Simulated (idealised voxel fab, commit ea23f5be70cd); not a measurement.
Module name: voxel double patterning (process module)
Cross-section cut spans 265 nm and uses square cells 5 nm in size.
Cross-section = grid of square cells, listed top down in bands; band = one or more rows.
In this notation a band is specified by the heights of its top and bottom, in that order and in nm, after which its materials appear from left to right, each paired with its width in nm. The word "throughout" attached to a single material means that material fills the band from edge to edge; the word "empty" stands for empty space.
Basically, 0 is our baseline, since under it the wafer straight out of the box is all one material. The bottom band has no lower end and keeps on going down, so it looks like "0 down".
When a width is written as two numbers, as in "30 to 40", the first number is the width in the top row of cells of the band and the second is the width in its bottom row, and the width changes by the same amount from each row to the next.
Where a step carries "remained the same", the cross-section came out of it unchanged, cell for cell.
Listed in "Trapped cavities": every empty space of 8 or more cells without an open way to the top. Form: width x height at distance, the distance being from the left edge, all in nm.
On each step's line, the part that comes after the settings is the simulator's own comment on the step.
The setting "overlay nm" may be written on the line of a step. When the step uses a mask, the value reports how far to the right of the planned place the mask lay, and a negative value reports that it lay to the left.
Planned process steps:
1: RECEIVE (material Si)
2: CONFORMAL_DEP (material SiO2; thk nm 10)
3: DIRECTIONAL_DEP (material W; thk nm 15)
4: DIRECTIONAL_DEP (material SiCN; thk nm 10)
5: MASKED_ETCH (tone open; mask id FIRST; width nm 15; pitch nm 50; etch materials SiCN; depth nm 10; overlay nm 0)
6: PATTERN (tone open; mask id SECOND; material resist; width nm 15; thk nm 15; overlay nm 0)
7: DIRECTIONAL_ETCH (etch materials SiCN; depth nm 10)
8: STRIP (etch materials resist)
9: DIRECTIONAL_ETCH (etch materials W; depth nm 15)
10: STRIP (etch materials SiCN)
As received (post step 1): cross-section:
0 down | Si throughout
Trapped cavities: none
First of two wafers, end-of-module section, run followed plan:
25 to 10 | 100 of W | 15 of empty | 10 of W | 15 of empty | 10 of W | 15 of empty | 100 of W
10 to 0 | SiO2 throughout
0 down | Si throughout
Trapped cavities: none
This cross-section belongs to the second wafer of two at the end of the module; the start and the plan were shared with the first, and the run included one mistake:
40 to 25 | 100 of W | 15 of empty | 10 of W | 15 of empty | 10 of W | 15 of empty | 100 of W
25 to 10 | W throughout
10 to 0 | SiO2 throughout
0 down | Si throughout
Trapped cavities: none
The plan and the run diverged here: twice over, step 3 of the plan was run
at the end the second wafer has, in cells: W: 159 more
